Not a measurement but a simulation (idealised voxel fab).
Module name: voxel fin reveal (process module)
Pictured: cross-section cut, 210 nm wide, on a grid of 5 nm square cells.
Each cross-section below is a grid of square cells, stated as bands in top-down order, with one or more rows of cells making up each band. Basically the band line says how high the top is and how high the bottom is, in nm, and then what's in it from left to right, every material with its width in nm. Empty space shows up as "empty", and if a single material carries "full width" it runs the full band edge to edge. Heights are reckoned from 0. Under this level, the received wafer is all of one material. The bottommost band is open-ended downward, for example "0 and below". Note: "30..40" means the width goes from the first number (top row of the band) to the second number (bottom row) in equal steps per row of cells. "nothing was modified", as given for a step, is the statement that not any cell of the cross-section underwent a change during that step. If an empty space has no open way to the top and is at least 8 cells in size, "Closed void inventory" lists it, written width x height at distance, where distance is measured from the left edge and every value is in nm. It should be noted that, on the line of a given step, the content following the step's settings is a remark produced by the simulator itself with respect to that step. "overlay nm", when on a step's line for a step with a mask, measures how far to the right of its planned place the mask lay; a negative measure means to the left.
### These are the steps we planned for the process
| 1 | RECEIVE (material Si) |
| 2 | CONFORMAL_DEP (material SiN; thk nm 10) |
| 3 | DIRECTIONAL_DEP (material aC; thk nm 15) |
| 4 | PATTERN (tone cover; mask id FINS; material resist; width nm 15; pitch nm 40; thk nm 35; overlay nm 0) |
| 5 | DIRECTIONAL_ETCH (etch materials aC; depth nm 15) |
| 6 | STRIP (etch materials resist) |
| 7 | DIRECTIONAL_ETCH (etch materials SiN; depth nm 10) |
| 8 | DIRECTIONAL_ETCH (etch materials Si; depth nm 35) |
| 9 | STRIP (etch materials aC) |
| 10 | FILL_DEP (material SiO2; thk nm 5) |
| 11 | CMP (height nm 10) |
| 12 | SELECTIVE_ETCH (etch materials SiO2; depth nm 30) |
| 13 | STRIP (etch materials SiN) |
| 14 | CONFORMAL_DEP (material SiO2; thk nm 5) |
### Cross-section: wafer on arrival = after step 1
* 0 and below = Si full width
* Closed void inventory: none
### The first of the two wafers as seen in cross-section once the module was finished; processing followed the plan
* 5 down to 0 = empty 50 / SiO2 25 / empty 15 / SiO2 25 / empty 15 / SiO2 25 / empty 55
* 0 down to -15 = empty 50 / SiO2 5 / Si 15 / SiO2 5 / empty 15 / SiO2 5 / Si 15 / SiO2 5 / empty 15 / SiO2 5 / Si 15 / SiO2 5 / empty 55
* -15 down to -35 = SiO2 55 / Si 15 / SiO2 25 / Si 15 / SiO2 25 / Si 15 / SiO2 60
* -35 and below = Si full width
* Closed void inventory: none
### Module end: cross-section of wafer two of two. Same start and process plan as the first wafer. One mistake during execution
* 5 down to 0 = SiO2 60 / empty 5 / SiO2 35 / empty 5 / SiO2 35 / empty 5 / SiO2 65
* 0 down to -15 = Si 55 / SiO2 5 / empty 5 / SiO2 5 / Si 25 / SiO2 5 / empty 5 / SiO2 5 / Si 25 / SiO2 5 / empty 5 / SiO2 5 / Si 60
* -15 down to -35 = Si 55 / SiO2 15 / Si 25 / SiO2 15 / Si 25 / SiO2 15 / Si 60
* -35 and below = Si full width
* Closed void inventory: none
It is concluded that the wafer was processed incorrectly with respect to the plan, in that step 4 was not run as planned; what actually ran was PATTERN (tone open; mask id FINS; material resist; width nm 15; pitch nm 40; thk nm 35; overlay nm 0)
at the end the second wafer has, in cells: Si +168, SiO2 -72
